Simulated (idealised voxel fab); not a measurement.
Process module name: voxel wiring stack
The cross-section shown here is cut; it is 235 nm wide and divided into square cells measuring 5 nm on a side.
Cross-sections here: square-cell grids, written as top-down lists of bands, a band being one or more rows of cells. Per band: top height and bottom height in nm, followed by the left-to-right materials and their widths in nm; "throughout" marks a single material spanning edge to edge, "blank" marks empty space. Height datum 0, below which the as-received substrate wafer is one material. Lowest band open at the bottom, running downward: "0 down". The two numbers in a width such as "30->40" mark its ends across the band: the first belongs to the top row of cells, the second to the bottom row, and from each row to the next the width moves by the same amount. Reading "everything unchanged" for a step: not a cell of the cross-section changed in it. Entry "Enclosed voids" = empty spaces >= 8 cells with no open way to the top; each as width x height at distance, distance from left edge, all nm. Formally, on a step line, whatever follows the settings is a remark that the simulator itself makes on the step. Regarding "overlay nm": on a step with a mask, it is the distance the mask lay to the right of its planned place; a negative value places it to the left.

## The planned process steps are enumerated hereunder
1: RECEIVE [material Si]
2: CONFORMAL_DEP [material SiO2] [thk nm 10]
3: CONFORMAL_DEP [material SiCN] [thk nm 5]
4: DIRECTIONAL_DEP [material lowk] [thk nm 20]
5: DIRECTIONAL_DEP [material aC] [thk nm 10]
6: PATTERN [tone open] [mask id METAL_1] [material resist] [width nm 20] [pitch nm 40] [thk nm 30] [overlay nm 0]
7: DIRECTIONAL_ETCH [etch materials aC] [depth nm 10]
8: STRIP [etch materials resist]
9: DIRECTIONAL_ETCH [etch materials lowk] [depth nm 20]
10: DIRECTIONAL_ETCH [etch materials SiCN] [depth nm 5]
11: STRIP [etch materials aC]
12: CONFORMAL_DEP [material TiN] [thk nm 5]
13: FILL_DEP [material Cu] [thk nm 5]
14: CMP [height nm 35]
15: CONFORMAL_DEP [material SiCN] [thk nm 5]
16: DIRECTIONAL_DEP [material lowk] [thk nm 30]
17: MASKED_ETCH [tone open] [mask id METAL_2_HOLES] [width nm 15] [pitch nm 40] [etch materials lowk] [depth nm 30] [overlay nm 0]
18: MASKED_ETCH [tone open] [mask id METAL_2] [width nm 20] [pitch nm 40] [etch materials lowk] [depth nm 20] [overlay nm 0]
19: MASKED_ETCH [tone open] [mask id METAL_2] [width nm 20] [pitch nm 40] [etch materials SiCN] [depth nm 5] [overlay nm 0]
20: CONFORMAL_DEP [material TiN] [thk nm 5]
21: FILL_DEP [material Ru] [thk nm 10]
22: CMP [height nm 70]
23: CONFORMAL_DEP [material SiCN] [thk nm 5]

## So this is the incoming wafer in cross-section - it's already been through step 1
- 0 down = Si throughout
- Enclosed voids: none

## Cross-section, first of two wafers, end of module, run as planned
- 75 to 70 = SiCN throughout
- 70 to 55 = lowk: 85; TiN: 5; Ru: 10; TiN: 5; lowk: 20; TiN: 5; Ru: 10; TiN: 5; lowk: 90
- 55 to 50 = lowk: 85; TiN: 5; Ru: 5; TiN: 10; lowk: 20; TiN: 5; Ru: 5; TiN: 10; lowk: 90
- 50 to 40 = lowk: 85; TiN: 5; Ru: 5; TiN: 5; lowk: 25; TiN: 5; Ru: 5; TiN: 5; lowk: 95
- 40 to 35 = SiCN: 85; TiN: 15; SiCN: 25; TiN: 15; SiCN: 95
- 35 to 15 = lowk: 85; TiN: 5; Cu: 10; TiN: 5; lowk: 20; TiN: 5; Cu: 10; TiN: 5; lowk: 90
- 15 to 10 = SiCN: 85; TiN: 20; SiCN: 20; TiN: 20; SiCN: 90
- 10 to 0 = SiO2 throughout
- 0 down = Si throughout
- Enclosed voids: none

## Cross-section, wafer two of two, end of module: same start and plan as wafer one, one error in execution
- 75 to 70 = SiCN throughout
- 70 to 55 = lowk: 85; TiN: 5; Ru: 10; TiN: 5; lowk: 20; TiN: 5; Ru: 10; TiN: 5; lowk: 90
- 55 to 50 = lowk: 85; TiN: 5; Ru: 5; TiN: 10; lowk: 20; TiN: 5; Ru: 5; TiN: 10; lowk: 90
- 50 to 40 = lowk: 85; TiN: 5; Ru: 5; TiN: 5; lowk: 25; TiN: 5; Ru: 5; TiN: 5; lowk: 95
- 40 to 35 = SiCN: 85; TiN: 15; SiCN: 25; TiN: 15; SiCN: 95
- 35 to 20 = lowk: 85; TiN: 5; Cu: 10; TiN: 5; lowk: 20; TiN: 5; Cu: 10; TiN: 5; lowk: 90
- 20 to 15 = lowk: 85; TiN: 20; lowk: 20; TiN: 20; lowk: 90
- 15 to 10 = Cu throughout
- 10 to 0 = SiO2 throughout
- 0 down = Si throughout
- Enclosed voids: none
what went wrong: step 3 was processed under conditions differing from the plan, specifically as CONFORMAL_DEP [material Cu] [thk nm 5]
In the final state, the cell counts of the second wafer exceed or fall short of those of the first for the following materials: Cu: 43 more; SiCN: 39 fewer; TiN: 4 fewer
